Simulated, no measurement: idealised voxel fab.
The following process module bears the name voxel spacer lines.
295 nm wide, 5 nm square cells: that's cross-section cut.
How to read a cross-section here: the picture is a grid of square cells, written as bands going from the top down, and any band can span one or more rows of cells.
Heads up on the band format: heights come first, top then bottom, in nm. After that it's the materials left to right, each with its width in nm. A single material flagged "full width" fills the whole band edge to edge, and "blank" means there's empty space there.
Counting heights begins at 0, where everything beneath is, in the wafer as received, one material. The lowest band has no bottom; it goes on downwards, as "z 0 and below" shows.
Top row gets the first number, bottom row gets the second, and each row in between changes by the same step: that is how a band width like "30 to 40" works.
Given "remained unchanged" for a step, no cell of the cross-section differs between before and after that step.
"Trapped voids" lists enclosed empty spaces (at least 8 cells, no open path upward to the top), each as width x height at distance from the left edge, in nm.
Text after the settings on a step's line: the simulator's own remark on that step.
Each step line may optionally specify "overlay nm", which for a step with a mask gives the rightward distance between the mask's planned place and where it lay, a negative value indicating the leftward direction.
# Intended process steps
1 RECEIVE,material Si
2 CONFORMAL_DEP,material Al2O3,thk nm 5
3 DIRECTIONAL_DEP,material SiN,thk nm 15
4 DIRECTIONAL_DEP,material aC,thk nm 20
5 PATTERN,tone cover,mask id MANDREL,material resist,width nm 15,pitch nm 60,thk nm 25,overlay nm 0
6 DIRECTIONAL_ETCH,etch materials aC,depth nm 20
7 STRIP,etch materials resist
8 CONFORMAL_DEP,material SiO2,thk nm 15
9 DIRECTIONAL_ETCH,etch materials SiO2,depth nm 15
10 STRIP,etch materials aC
11 DIRECTIONAL_ETCH,etch materials SiN,depth nm 15
12 STRIP,etch materials SiO2
13 FILL_DEP,material SiO2,thk nm 10
14 CMP,height nm 20
# Received-state cross-section, reflecting completion of step 1
z 0 and below = Si full width
Trapped voids: none
# Cross-sectional view of the first of the two wafers upon completion of the module, processed in accordance with the plan
z 20 to 5 = 95 of SiO2  15 of SiN  15 of SiO2  15 of SiN  15 of SiO2  15 of SiN  15 of SiO2  15 of SiN  95 of SiO2
z 5 to 0 = Al2O3 full width
z 0 and below = Si full width
Trapped voids: none
# second wafer at the end: like start, like plan, one mistake
z 20 to 5 = aC full width
z 5 to 0 = Al2O3 full width
z 0 and below = Si full width
Trapped voids: none
Short version of what went wrong: step 4 occupied the plan position of step 3, and the converse holds as well
Wafer comparison, final, in cells, second relative to first, materials more or fewer: 36 fewer of SiN, 141 fewer of SiO2, 177 more of aC
